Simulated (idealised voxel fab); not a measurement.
Proc. module: voxel air gaps
Displayed cross-section: cut, width of 205 nm, square cells sized 5 nm.
Cross-section spec: square-cell grid; bands listed top down; each band is one or more rows.
The entry gives the band's vertical extent as a top height and a bottom height in nm, then its horizontal make-up as materials from left to right, each with a width in nm. "air" stands for empty space; a single material marked "all across" fills the band edge to edge.
Convention: height 0 is the level below which the wafer, as received, is all one material. The lowest band does not terminate at the bottom but continues downward, represented as "0 and below".
A width such as "30 to 40" changes by the same amount from each row of cells to the next, from the band's top row to its bottom row.
Where a step carries "all unchanged", the cross-section came out of it unchanged, cell for cell.
"Entrapped void list" - sealed voids, min. 8 cells, no opening to top; format: width x height at distance (distance from left edge; nm throughout).
Read whatever lies past the settings on a step's line as the simulator's own remark about the step.
The line of a step may include "overlay nm". On a step with a mask, this value is how far to the right of its planned place the mask lay. A negative value means the mask lay to the left.
Below is the list of planned process steps:
| 1 | RECEIVE [material Si] |
| 2 | CONFORMAL_DEP [material SiO2] [thk nm 15] |
| 3 | CONFORMAL_DEP [material SiN] [thk nm 5] |
| 4 | DIRECTIONAL_DEP [material lowk] [thk nm 40] |
| 5 | MASKED_ETCH [tone open] [mask id LINES] [width nm 25] [pitch nm 55] [etch materials lowk] [depth nm 40] [overlay nm 0] |
| 6 | CONFORMAL_DEP [material TiN] [thk nm 5] |
| 7 | FILL_DEP [material Ru] [thk nm 5] |
| 8 | CMP [height nm 60] |
| 9 | EPI [material Ru] [thk nm 10] |
| 10 | SELECTIVE_ETCH [etch materials lowk] [depth nm 50] |
| 11 | CONFORMAL_DEP [material SiCN] [thk nm 5] |
As received (post step 1): cross-section:
> 0 and below  Si all across
> Entrapped void list: none
What the wafer looks like in cross-section after this module, when it starts as shown above and follows the plan above but one mistake is made in running it:
> 75 down to 70  20 air | 165 SiCN | 20 air
> 70 down to 60  20 air | 5 SiCN | 45 Ru | 10 SiCN | 45 Ru | 10 SiCN | 45 Ru | 5 SiCN | 20 air
> 60 down to 25  20 air | 5 SiCN | 10 Ru | 5 TiN | 15 Ru | 5 TiN | 10 Ru | 10 SiCN | 10 Ru | 5 TiN | 15 Ru | 5 TiN | 10 Ru | 10 SiCN | 10 Ru | 5 TiN | 15 Ru | 5 TiN | 10 Ru | 5 SiCN | 20 air
> 25 down to 20  25 SiCN | 10 Ru | 25 TiN | 10 Ru | 10 SiCN | 10 Ru | 25 TiN | 10 Ru | 10 SiCN | 10 Ru | 25 TiN | 10 Ru | 25 SiCN
> 20 down to 15  SiN all across
> 15 down to 0  SiO2 all across
> 0 and below  Si all across
> Entrapped void list: none
Which mistake was made when the wafer was run? plan vs actual: 9 and 10 interchanged
